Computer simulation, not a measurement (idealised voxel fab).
process module | voxel transistor to metal
cross-section cut | 270 nm wide | cells 5 nm
A cross-section is a grid of square cells, given in bands from the top down. A band is one or more rows of cells.
Each band's line starts with the height of the band's top and of its bottom, in nm. Then come its materials from left to right, each with its width in nm. One material with "throughout" fills the band from edge to edge. "air" is empty space.
Height 0 is the level under which the wafer as received is all one material. The lowest band goes on downwards, as in "0 down".
A width such as "30 to 40" changes by the same amount from each row of cells to the next, from the band's top row to its bottom row.
"no change" after a step means that no cell of the cross-section changed.
closed voids: empty space of 8 cells or more with no open way to the top, each as width x height at its distance from the left edge, in nm
after a step's settings: what the simulator itself notes on the step
overlay nm, on a step with a mask: how far to the right of its planned place the mask lay; to the left if negative
plan
1 op RECEIVE | material Si
2 op OXIDIZE | depth nm 5
3 op CONFORMAL_DEP | material SiN | thk nm 15
4 op DIRECTIONAL_DEP | material aC | thk nm 10
5 op PATTERN | tone cover | mask id ACTIVE | material resist | width nm 105 | pitch nm 125 | thk nm 30 | overlay nm 0
6 op DIRECTIONAL_ETCH | etch materials aC | depth nm 10
7 op STRIP | etch materials resist
8 op DIRECTIONAL_ETCH | etch materials SiN | depth nm 15
9 op DIRECTIONAL_ETCH | etch materials SiO2 | depth nm 5
10 op DIRECTIONAL_ETCH | etch materials Si | depth nm 30
11 op STRIP | etch materials aC
12 op FILL_DEP | material SiO2 | thk nm 10
13 op CMP | height nm 15
14 op SELECTIVE_ETCH | etch materials SiO2 | depth nm 15
15 op STRIP | etch materials SiN
16 op SELECTIVE_ETCH | etch materials SiO2 | depth nm 5
17 op OXIDIZE | depth nm 5
18 op DIRECTIONAL_DEP | material polySi | thk nm 20
19 op DIRECTIONAL_DEP | material SiCN | thk nm 15
20 op MASKED_ETCH | tone cover | mask id GATE | width nm 25 | pitch nm 125 | etch materials SiCN | depth nm 25 | overlay nm 0
21 op MASKED_ETCH | tone cover | mask id GATE | width nm 25 | pitch nm 125 | etch materials polySi | depth nm 30 | overlay nm 0
22 op CONFORMAL_DEP | material SiO2 | thk nm 5
23 op DIRECTIONAL_ETCH | etch materials SiO2 | depth nm 5
24 op CONFORMAL_DEP | material SiN | thk nm 5
25 op DIRECTIONAL_ETCH | etch materials SiN | depth nm 5
26 op DIRECTIONAL_ETCH | etch materials SiO2 | depth nm 5
27 op EPI | material nSi | thk nm 5
28 op FILL_DEP | material SiO2 | thk nm 10
29 op CMP | height nm 30
30 op DIRECTIONAL_DEP | material SiO2 | thk nm 15
31 op DIRECTIONAL_DEP | material aC | thk nm 15
32 op PATTERN | tone open | mask id CONTACT | material resist | width nm 30 | thk nm 35 | overlay nm 0
33 op DIRECTIONAL_ETCH | etch materials aC | depth nm 15
34 op STRIP | etch materials resist
35 op DIRECTIONAL_ETCH | etch materials SiO2 | depth nm 50
36 op STRIP | etch materials aC
37 op CONFORMAL_DEP | material TiN | thk nm 5
38 op FILL_DEP | material Ru | thk nm 10
39 op CMP | height nm 45
40 op DIRECTIONAL_DEP | material TiN | thk nm 5
41 op DIRECTIONAL_DEP | material W | thk nm 25
42 op MASKED_ETCH | tone cover | mask id METAL_1 | width nm 20 | etch materials W | depth nm 25 | overlay nm 0
43 op MASKED_ETCH | tone cover | mask id METAL_1 | width nm 20 | etch materials TiN | depth nm 5 | overlay nm 0
44 op FILL_DEP | material lowk | thk nm 5
45 op CMP | height nm 75
46 op CONFORMAL_DEP | material SiN | thk nm 5
as received, after step 1
  0 down: Si throughout
  closed voids: none
first wafer at the end, as planned
  80 to 75: SiN throughout
  75 to 50: lowk 25 | W 20 | lowk 55 | W 20 | lowk 30 | W 20 | lowk 55 | W 20 | lowk 25
  50 to 45: lowk 25 | TiN 20 | lowk 55 | TiN 20 | lowk 30 | TiN 20 | lowk 55 | TiN 20 | lowk 25
  45 to 35: SiO2 25 | TiN 5 | Ru 20 | TiN 5 | SiO2 35 | TiN 5 | Ru 20 | TiN 5 | SiO2 30 | TiN 5 | Ru 20 | TiN 5 | SiO2 35 | TiN 5 | Ru 20 | TiN 5 | SiO2 25
  35 to 30: SiO2 25 | TiN 5 | Ru 15 | TiN 10 | SiO2 35 | TiN 10 | Ru 15 | TiN 5 | SiO2 30 | TiN 5 | Ru 15 | TiN 10 | SiO2 35 | TiN 10 | Ru 15 | TiN 5 | SiO2 25
  30 to 15: SiO2 25 | TiN 5 | Ru 15 | TiN 5 | SiN 5 | SiO2 5 | SiCN 25 | SiO2 5 | SiN 5 | TiN 5 | Ru 15 | TiN 5 | SiO2 30 | TiN 5 | Ru 15 | TiN 5 | SiN 5 | SiO2 5 | SiCN 25 | SiO2 5 | SiN 5 | TiN 5 | Ru 15 | TiN 5 | SiO2 25
  15 to 0: SiO2 25 | TiN 5 | Ru 15 | TiN 5 | SiN 5 | SiO2 5 | polySi 25 | SiO2 5 | SiN 5 | TiN 5 | Ru 15 | TiN 5 | SiO2 30 | TiN 5 | Ru 15 | TiN 5 | SiN 5 | SiO2 5 | polySi 25 | SiO2 5 | SiN 5 | TiN 5 | Ru 15 | TiN 5 | SiO2 25
  0 to -5: SiO2 25 | TiN 25 | SiN 5 | SiO2 5 | polySi 25 | SiO2 5 | SiN 5 | TiN 25 | SiO2 30 | TiN 25 | SiN 5 | SiO2 5 | polySi 25 | SiO2 5 | SiN 5 | TiN 25 | SiO2 25
  -5 to -10: SiO2 15 | nSi 35 | SiO2 45 | nSi 35 | SiO2 10 | nSi 35 | SiO2 45 | nSi 35 | SiO2 15
  -10 to -35: SiO2 20 | Si 105 | SiO2 20 | Si 105 | SiO2 20
  -35 down: Si throughout
  closed voids: none
second wafer at the end: like start, like plan, one mistake
  80 to 75: SiN throughout
  75 to 50: lowk 25 | W 20 | lowk 55 | W 20 | lowk 30 | W 20 | lowk 55 | W 20 | lowk 25
  50 to 45: lowk 25 | TiN 20 | lowk 55 | TiN 20 | lowk 30 | TiN 20 | lowk 55 | TiN 20 | lowk 25
  45 to 35: SiO2 25 | TiN 5 | Ru 20 | TiN 5 | SiO2 35 | TiN 5 | Ru 20 | TiN 5 | SiO2 30 | TiN 5 | Ru 20 | TiN 5 | SiO2 35 | TiN 5 | Ru 20 | TiN 5 | SiO2 25
  35 to 30: SiO2 25 | TiN 5 | Ru 15 | TiN 10 | SiO2 35 | TiN 10 | Ru 15 | TiN 5 | SiO2 30 | TiN 5 | Ru 15 | TiN 10 | SiO2 35 | TiN 10 | Ru 15 | TiN 5 | SiO2 25
  30 to 25: SiO2 25 | TiN 5 | Ru 15 | TiN 5 | SiN 5 | SiO2 5 | SiCN 25 | SiO2 5 | SiN 5 | TiN 5 | Ru 15 | TiN 5 | SiO2 30 | TiN 5 | Ru 15 | TiN 5 | SiN 5 | SiO2 5 | SiCN 25 | SiO2 5 | SiN 5 | TiN 5 | Ru 15 | TiN 5 | SiO2 25
  25 to 20: SiO2 25 | TiN 25 | SiN 5 | SiO2 5 | SiCN 25 | SiO2 5 | SiN 5 | TiN 25 | SiO2 30 | TiN 25 | SiN 5 | SiO2 5 | SiCN 25 | SiO2 5 | SiN 5 | TiN 25 | SiO2 25
  20 to 15: SiCN throughout
  15 to -5: polySi throughout
  -5 to -10: SiO2 throughout
  -10 to -35: SiO2 20 | Si 105 | SiO2 20 | Si 105 | SiO2 20
  -35 down: Si throughout
  closed voids: none
what went wrong: step 19 was run twice
at the end the second wafer has, in cells: 60 fewer of Ru | 44 more of SiCN | 20 fewer of SiN | 72 fewer of SiO2 | 40 fewer of TiN | 28 fewer of nSi | 176 more of polySi
